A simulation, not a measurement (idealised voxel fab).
Process module under the name voxel local oxidation
Section cut is 170 nm wide and gridded with 5 nm square cells.
The cross-sections in this document take the form of a grid made of square cells. They are written out as bands, in order from top to bottom. Each band consists of one or more rows of cells. Basically the band line says how high the top is and how high the bottom is, in nm, and then what's in it from left to right, every material with its width in nm. Empty space shows up as "empty", and if a single material carries "throughout" it runs the full band edge to edge. Zero point of the height axis is 0; under it, received wafer = one material. Lowest band: continues down indefinitely, "0 -> down". A two-number width, for instance "30 to 40", indicates that the width is equal to the first number in the top row of the band and to the second number in the bottom row, and that it changes by a constant amount per row of cells. Basically "nothing got changed" means that step didn't change any cell in the cross-section. Entry "Enclosed empty spaces" = empty spaces >= 8 cells with no open way to the top; each as width x height at distance, distance from left edge, all nm. Post-settings text on a step line: simulator's own remark regarding the step. Steps that use a mask can have "overlay nm" on their line. It says how far the mask sat to the right of where it was meant to be. Negative means to the left.
-- These are the steps we planned for the process
- 1: RECEIVE: material Si
- 2: CONFORMAL_DEP: material SiO2, thk nm 5
- 3: CONFORMAL_DEP: material SiN, thk nm 15
- 4: PATTERN: tone cover, mask id ACTIVE, material resist, width nm 120, thk nm 15, overlay nm 0
- 5: DIRECTIONAL_ETCH: etch materials SiN, depth nm 15
- 6: STRIP: etch materials resist
- 7: SELECTIVE_ETCH: etch materials SiO2, depth nm 5
- 8: OXIDIZE: depth nm 15
- 9: STRIP: etch materials SiN
-- Received-state cross-section, reflecting completion of step 1
> 0 -> down: Si throughout
> Enclosed empty spaces: none
-- The plan above was carried out on the starting structure above with one mistake, and this cross-section shows the wafer at the end of the module
> 5 -> 0: empty 25; SiO2 110; empty 35
> 0 -> -15: SiO2 40; Si 80; SiO2 50
> -15 -> down: Si throughout
> Enclosed empty spaces: none
Against the plan, the run slipped here: step 4 changed vs plan, executed as PATTERN: tone cover, mask id ACTIVE, material resist, width nm 120, thk nm 15, overlay nm -5
